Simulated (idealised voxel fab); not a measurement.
Proc. module: voxel released beams
Cross-section cut spans 215 nm and uses square cells 5 nm in size.
A cross-section is written here as square cells arranged in a grid, and it is given in bands from the top down, each band taking up one or more rows of cells.
Read a band's entry like this: the first values are the height of its top and the height of its bottom in nm, and what follows is the sequence of materials from left to right, each with its width in nm. Note that "blank" is empty space, and that a single material marked "all across" reaches across the band from edge to edge.
A quick word on heights: they are counted from 0, and under that level the wafer as it came to us is one material throughout. The lowest band is different from the rest in having no bottom; it simply continues downward, written as in "0 -> down".
Width spec "30->40" -> top row of cells at first value, bottom row at second value, equal per-row change in between.
"nothing changed" (step): cross-section cells unchanged, all of them.
"Fully enclosed voids": sealed empty spaces, 8 cells or more, no open way to top, listed width x height at distance, with distance from the left edge and width, height and distance in nm.
What comes after the settings on a step's line is commentary from the simulator itself on that step.
The line of a step may include "overlay nm". On a step with a mask, this value is how far to the right of its planned place the mask lay. A negative value means the mask lay to the left.

### List of planned process steps
1 RECEIVE with material Si
2 CONFORMAL_DEP with material Al2O3, thk nm 5
3 DIRECTIONAL_DEP with material SiO2, thk nm 10
4 PATTERN with tone open, mask id ANCHOR, material resist, width nm 45, thk nm 20, overlay nm 0
5 DIRECTIONAL_ETCH with etch materials SiO2, depth nm 10
6 STRIP with etch materials resist
7 CONFORMAL_DEP with material W, thk nm 15
8 MASKED_ETCH with tone cover, mask id BEAM, width nm 130, etch materials W, depth nm 15, overlay nm 0
9 STRIP with etch materials SiO2

### Below: the first of two wafers, run as planned

### Wafer at receipt (post step 1), cross-section
* 0 -> down: Si all across
* Fully enclosed voids: none

### The wafer, seen in cross-section, after step 2
* 5 -> 0: Al2O3 all across
* Everything under 0 stays put, no change at all.

### The wafer, seen in cross-section, after step 3
* 15 -> 5: SiO2 all across
* Everything under 5 stays put, no change at all.

### The wafer, seen in cross-section, after step 4
* 35 -> 15: resist 45 / blank 45 / resist 125
* Everything under 15 stays put, no change at all.

### The wafer, seen in cross-section, after step 5
* 35 -> 15: resist 45 / blank 45 / resist 125
* 15 -> 5: SiO2 45 / blank 45 / SiO2 125
* Everything under 5 stays put, no change at all.

### The wafer, seen in cross-section, after step 6
* 15 -> 5: SiO2 45 / blank 45 / SiO2 125
* Everything under 5 stays put, no change at all.

### The wafer, seen in cross-section, after step 7
* 30 -> 20: W 60 / blank 15 / W 140
* 20 -> 15: W all across
* 15 -> 5: SiO2 45 / W 45 / SiO2 125
* Everything under 5 stays put, no change at all.

### The wafer, seen in cross-section, after step 8
* 30 -> 20: blank 40 / W 20 / blank 15 / W 95 / blank 45
* 20 -> 15: blank 40 / W 130 / blank 45
* Everything under 15 stays put, no change at all.

### The wafer, seen in cross-section, after step 9
* 30 -> 20: blank 40 / W 20 / blank 15 / W 95 / blank 45
* 20 -> 15: blank 40 / W 130 / blank 45
* 15 -> 5: blank 45 / W 45 / blank 125
* Everything under 5 stays put, no change at all.

### Now the other wafer: same start, same recipe, but we messed up one thing when running it. Up to and including step 1 it's the same as the first one

### X-section, second wafer, when step 2 was due to finish
* 10 -> 0: SiO2 all across
* Everything under 0 stays put, no change at all.

### X-section, second wafer, when step 3 was due to finish
* 15 -> 10: Al2O3 all across
* Everything under 10 stays put, no change at all.

### X-section, second wafer, when step 4 was due to finish
* 35 -> 15: resist 45 / blank 45 / resist 125
* Everything under 15 stays put, no change at all.

X-section, second wafer, when step 5 was due to finish: nothing changed

### X-section, second wafer, when step 6 was due to finish
* 15 -> 10: Al2O3 all across
* Everything under 10 stays put, no change at all.

### X-section, second wafer, when step 7 was due to finish
* 30 -> 15: W all across
* Everything under 15 stays put, no change at all.

### X-section, second wafer, when step 8 was due to finish
* 30 -> 15: blank 40 / W 130 / blank 45
* Everything under 15 stays put, no change at all.

X-section, second wafer, when step 9 was due to finish: nothing changed
Plan not followed: deviation from plan: step 3 and step 2 executed in one another's positions
Counted in cells at the end, the second wafer holds more or fewer of these materials than the first: SiO2 +86 | W -12
